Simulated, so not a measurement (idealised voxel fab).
process module | voxel self aligned vias
cross-section cut | 300 nm wide | cells 5 nm
A cross-section is a grid of square cells, given in bands from the top down. A band is one or more rows of cells. Read a band's entry like this: the first values are the height of its top and the height of its bottom in nm, and what follows is the sequence of materials from left to right, each with its width in nm. Note that "air" is empty space, and that a single material marked "throughout" reaches across the band from edge to edge. Heights are reckoned from 0. Under this level, the received wafer is all of one material. The bottommost band is open-ended downward, for example "0 down". Graded width ("30 to 40"): value in top row of band = first number; value in bottom row = second number; row-to-row change constant. "no modifications" (step): cross-section cells unchanged, all of them. So "Fully sealed cavities" is basically the list of trapped voids: any empty space of 8 cells or more that can't reach the top through an opening. They're written width x height at distance, the distance being from the left edge, and it's all nm. Text after the settings on a step's line: the simulator's own remark on that step. overlay nm: step with mask; distance mask lay right of planned place; negative value = left of planned place.

## Listed below are the process steps as planned
1. op RECEIVE | material Si
2. op CONFORMAL_DEP | material SiO2 | thk nm 15
3. op CONFORMAL_DEP | material SiCN | thk nm 5
4. op DIRECTIONAL_DEP | material lowk | thk nm 30
5. op MASKED_ETCH | tone open | mask id LINES | width nm 20 | pitch nm 60 | etch materials lowk | depth nm 30 | overlay nm 0
6. op CONFORMAL_DEP | material TiN | thk nm 5
7. op FILL_DEP | material Ru | thk nm 10
8. op CMP | height nm 50
9. op SELECTIVE_ETCH | etch materials W Ru TiN | depth nm 5
10. op FILL_DEP | material SiN | thk nm 10
11. op CMP | height nm 50
12. op DIRECTIONAL_DEP | material lowk | thk nm 20
13. op MASKED_ETCH | tone open | mask id VIAS | width nm 30 | pitch nm 60 | etch materials lowk | depth nm 20 | overlay nm 0
14. op MASKED_ETCH | tone open | mask id VIAS | width nm 30 | pitch nm 60 | etch materials SiN | depth nm 5 | overlay nm 0
15. op CONFORMAL_DEP | material TiN | thk nm 5
16. op FILL_DEP | material Cu | thk nm 10
17. op CMP | height nm 70
18. op CONFORMAL_DEP | material SiN | thk nm 5

## So, the first of our two wafers, run just as we planned it

## Cross-section of the wafer at receipt, which is the condition after step 1
> 0 down | Si throughout
> Fully sealed cavities: none

## Cross-section of the wafer subsequent to step 2
> 15 to 0 | SiO2 throughout
> Below 0, no change.

## Cross-section of the wafer subsequent to step 3
> 20 to 15 | SiCN throughout
> Below 15, no change.

## Cross-section of the wafer subsequent to step 4
> 50 to 20 | lowk throughout
> Below 20, no change.

## Cross-section of the wafer subsequent to step 5
> 50 to 20 | lowk 80 nm / air 20 nm / lowk 40 nm / air 20 nm / lowk 40 nm / air 20 nm / lowk 80 nm
> Below 20, no change.

## Cross-section of the wafer subsequent to step 6
> 55 to 50 | TiN 85 nm / air 10 nm / TiN 50 nm / air 10 nm / TiN 50 nm / air 10 nm / TiN 85 nm
> 50 to 25 | lowk 80 nm / TiN 5 nm / air 10 nm / TiN 5 nm / lowk 40 nm / TiN 5 nm / air 10 nm / TiN 5 nm / lowk 40 nm / TiN 5 nm / air 10 nm / TiN 5 nm / lowk 80 nm
> 25 to 20 | lowk 80 nm / TiN 20 nm / lowk 40 nm / TiN 20 nm / lowk 40 nm / TiN 20 nm / lowk 80 nm
> Below 20, no change.

## Cross-section of the wafer subsequent to step 7
> 65 to 55 | Ru throughout
> 55 to 50 | TiN 85 nm / Ru 10 nm / TiN 50 nm / Ru 10 nm / TiN 50 nm / Ru 10 nm / TiN 85 nm
> 50 to 25 | lowk 80 nm / TiN 5 nm / Ru 10 nm / TiN 5 nm / lowk 40 nm / TiN 5 nm / Ru 10 nm / TiN 5 nm / lowk 40 nm / TiN 5 nm / Ru 10 nm / TiN 5 nm / lowk 80 nm
> Below 25, no change.

## Cross-section of the wafer subsequent to step 8
> 50 to 25 | lowk 80 nm / TiN 5 nm / Ru 10 nm / TiN 5 nm / lowk 40 nm / TiN 5 nm / Ru 10 nm / TiN 5 nm / lowk 40 nm / TiN 5 nm / Ru 10 nm / TiN 5 nm / lowk 80 nm
> Below 25, no change.

## Cross-section of the wafer subsequent to step 9
> 50 to 45 | lowk 80 nm / air 20 nm / lowk 40 nm / air 20 nm / lowk 40 nm / air 20 nm / lowk 80 nm
> Below 45, no change.

## Cross-section of the wafer subsequent to step 10
> 60 to 50 | SiN throughout
> 50 to 45 | lowk 80 nm / SiN 20 nm / lowk 40 nm / SiN 20 nm / lowk 40 nm / SiN 20 nm / lowk 80 nm
> Below 45, no change.

## Cross-section of the wafer subsequent to step 11
> 50 to 45 | lowk 80 nm / SiN 20 nm / lowk 40 nm / SiN 20 nm / lowk 40 nm / SiN 20 nm / lowk 80 nm
> Below 45, no change.

## Cross-section of the wafer subsequent to step 12
> 70 to 50 | lowk throughout
> Below 50, no change.

## Cross-section of the wafer subsequent to step 13
> 70 to 50 | lowk 75 nm / air 30 nm / lowk 30 nm / air 30 nm / lowk 30 nm / air 30 nm / lowk 75 nm
> Below 50, no change.

## Cross-section of the wafer subsequent to step 14
> 70 to 50 | lowk 75 nm / air 30 nm / lowk 30 nm / air 30 nm / lowk 30 nm / air 30 nm / lowk 75 nm
> 50 to 45 | lowk 80 nm / air 20 nm / lowk 40 nm / air 20 nm / lowk 40 nm / air 20 nm / lowk 80 nm
> Below 45, no change.

## Cross-section of the wafer subsequent to step 15
> 75 to 70 | TiN 80 nm / air 20 nm / TiN 40 nm / air 20 nm / TiN 40 nm / air 20 nm / TiN 80 nm
> 70 to 55 | lowk 75 nm / TiN 5 nm / air 20 nm / TiN 5 nm / lowk 30 nm / TiN 5 nm / air 20 nm / TiN 5 nm / lowk 30 nm / TiN 5 nm / air 20 nm / TiN 5 nm / lowk 75 nm
> 55 to 50 | lowk 75 nm / TiN 10 nm / air 10 nm / TiN 10 nm / lowk 30 nm / TiN 10 nm / air 10 nm / TiN 10 nm / lowk 30 nm / TiN 10 nm / air 10 nm / TiN 10 nm / lowk 75 nm
> 50 to 45 | lowk 80 nm / TiN 20 nm / lowk 40 nm / TiN 20 nm / lowk 40 nm / TiN 20 nm / lowk 80 nm
> Below 45, no change.

## Cross-section of the wafer subsequent to step 16
> 85 to 75 | Cu throughout
> 75 to 70 | TiN 80 nm / Cu 20 nm / TiN 40 nm / Cu 20 nm / TiN 40 nm / Cu 20 nm / TiN 80 nm
> 70 to 55 | lowk 75 nm / TiN 5 nm / Cu 20 nm / TiN 5 nm / lowk 30 nm / TiN 5 nm / Cu 20 nm / TiN 5 nm / lowk 30 nm / TiN 5 nm / Cu 20 nm / TiN 5 nm / lowk 75 nm
> 55 to 50 | lowk 75 nm / TiN 10 nm / Cu 10 nm / TiN 10 nm / lowk 30 nm / TiN 10 nm / Cu 10 nm / TiN 10 nm / lowk 30 nm / TiN 10 nm / Cu 10 nm / TiN 10 nm / lowk 75 nm
> Below 50, no change.

## Cross-section of the wafer subsequent to step 17
> 70 to 55 | lowk 75 nm / TiN 5 nm / Cu 20 nm / TiN 5 nm / lowk 30 nm / TiN 5 nm / Cu 20 nm / TiN 5 nm / lowk 30 nm / TiN 5 nm / Cu 20 nm / TiN 5 nm / lowk 75 nm
> Below 55, no change.

## Cross-section of the wafer subsequent to step 18
> 75 to 70 | SiN throughout
> Below 70, no change.

## The second wafer: identical to the first at the outset and in its planned sequence, differing only in that one mistake was made during processing; up to and including step 12, its path is the first wafer's path

## At the planned end of step 13, the second wafer in cross-section
> 70 to 50 | air 75 nm / lowk 30 nm / air 30 nm / lowk 30 nm / air 30 nm / lowk 30 nm / air 75 nm
> Below 50, no change.

At the planned end of step 14, the second wafer in cross-section: no modifications

## At the planned end of step 15, the second wafer in cross-section
> 75 to 70 | air 70 nm / TiN 40 nm / air 20 nm / TiN 40 nm / air 20 nm / TiN 40 nm / air 70 nm
> 70 to 55 | air 70 nm / TiN 5 nm / lowk 30 nm / TiN 5 nm / air 20 nm / TiN 5 nm / lowk 30 nm / TiN 5 nm / air 20 nm / TiN 5 nm / lowk 30 nm / TiN 5 nm / air 70 nm
> 55 to 50 | TiN 75 nm / lowk 30 nm / TiN 30 nm / lowk 30 nm / TiN 30 nm / lowk 30 nm / TiN 75 nm
> Below 50, no change.

## At the planned end of step 16, the second wafer in cross-section
> 85 to 75 | Cu throughout
> 75 to 70 | Cu 70 nm / TiN 40 nm / Cu 20 nm / TiN 40 nm / Cu 20 nm / TiN 40 nm / Cu 70 nm
> 70 to 55 | Cu 70 nm / TiN 5 nm / lowk 30 nm / TiN 5 nm / Cu 20 nm / TiN 5 nm / lowk 30 nm / TiN 5 nm / Cu 20 nm / TiN 5 nm / lowk 30 nm / TiN 5 nm / Cu 70 nm
> Below 55, no change.

## At the planned end of step 17, the second wafer in cross-section
> 70 to 55 | Cu 70 nm / TiN 5 nm / lowk 30 nm / TiN 5 nm / Cu 20 nm / TiN 5 nm / lowk 30 nm / TiN 5 nm / Cu 20 nm / TiN 5 nm / lowk 30 nm / TiN 5 nm / Cu 70 nm
> Below 55, no change.

## At the planned end of step 18, the second wafer in cross-section
> 75 to 70 | SiN throughout
> Below 70, no change.
Where did the run depart from the plan? step 13 off recipe, ran as op MASKED_ETCH | tone cover | mask id VIAS | width nm 30 | pitch nm 60 | etch materials lowk | depth nm 20 | overlay nm 0
Once processing is complete, comparing cell counts shows that the second wafer has more or fewer of certain materials than the first: Cu: 66 more | SiN: 12 more | TiN: 18 more | lowk: 96 fewer
